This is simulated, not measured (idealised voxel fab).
Name of the process module below: voxel self aligned contacts
This is section cut - it's 215 nm across, gridded in 5 nm square cells.
Square cells in a grid make up a cross-section in this document, and the grid is given as bands, listed from the top down, each one or more rows of cells.
Per band: top height and bottom height in nm, followed by the left-to-right materials and their widths in nm; "edge to edge" marks a single material spanning edge to edge, "blank" marks empty space.
Height 0 is the level under which the wafer as received is all one material. The lowest band goes on downwards, as in "0 -> down".
A width given as "30->40" starts at the first number in the band's top row and ends at the second number in its bottom row, shifting by an equal amount at every step from row to row.
"identical to before" (step): cross-section cells unchanged, all of them.
In the "Enclosed void inventory" entry, you get each enclosed empty space of 8 cells or more, one with no open way to the top, written width x height at distance, distance from the left edge, in nm.
What comes after the settings on a step's line is commentary from the simulator itself on that step.
"overlay nm", when on a step's line for a step with a mask, measures how far to the right of its planned place the mask lay; a negative measure means to the left.
THE FOLLOWING LIST GIVES THE PLANNED PROCESS STEPS
1. RECEIVE,material Si
2. CONFORMAL_DEP,material SiO2,thk nm 5
3. DIRECTIONAL_DEP,material polySi,thk nm 30
4. DIRECTIONAL_DEP,material SiN,thk nm 25
5. PATTERN,tone cover,mask id GATE,material resist,width nm 30,pitch nm 70,thk nm 15,overlay nm 0
6. DIRECTIONAL_ETCH,etch materials SiN,depth nm 25
7. DIRECTIONAL_ETCH,etch materials polySi,depth nm 30
8. STRIP,etch materials resist
9. CONFORMAL_DEP,material SiN,thk nm 10
10. DIRECTIONAL_ETCH,etch materials SiN,depth nm 10
11. FILL_DEP,material SiO2,thk nm 10
12. CMP,height nm 65
13. DIRECTIONAL_DEP,material aC,thk nm 15
14. PATTERN,tone open,mask id CONTACT,material resist,width nm 50,pitch nm 70,thk nm 35,overlay nm 0
15. DIRECTIONAL_ETCH,etch materials aC,depth nm 15
16. STRIP,etch materials resist
17. DIRECTIONAL_ETCH,etch materials SiO2,depth nm 65
18. STRIP,etch materials aC
19. CONFORMAL_DEP,material TiN,thk nm 5
20. FILL_DEP,material W,thk nm 10
21. CMP,height nm 65
22. CONFORMAL_DEP,material SiN,thk nm 5
WAFER AS RECEIVED: CROSS-SECTION FOLLOWING STEP 1
> 0 -> down = Si edge to edge
> Enclosed void inventory: none
WAFER CROSS-SECTION AT END OF MODULE: START AND PLAN AS SHOWN ABOVE, ONE EXECUTION ERROR
> 70 -> 65 = SiN edge to edge
> 65 -> 60 = SiO2=45; TiN=15; W=10; TiN=25; SiO2=20; TiN=15; W=10; TiN=25; SiO2=50
> 60 -> 35 = SiO2=5; SiN=50; TiN=5; W=10; TiN=5; SiN=50; TiN=5; W=10; TiN=5; SiN=50; SiO2=20
> 35 -> 5 = SiO2=5; SiN=10; polySi=30; SiN=10; TiN=5; W=10; TiN=5; SiN=10; polySi=30; SiN=10; TiN=5; W=10; TiN=5; SiN=10; polySi=30; SiN=10; SiO2=20
> 5 -> 0 = SiO2=55; TiN=20; SiO2=50; TiN=20; SiO2=70
> 0 -> down = Si edge to edge
> Enclosed void inventory: none
It is concluded that the wafer was processed incorrectly with respect to the plan, in that off-plan run, step 5, actual operation and settings PATTERN,tone cover,mask id GATE,material resist,width nm 30,pitch nm 70,thk nm 15,overlay nm -5
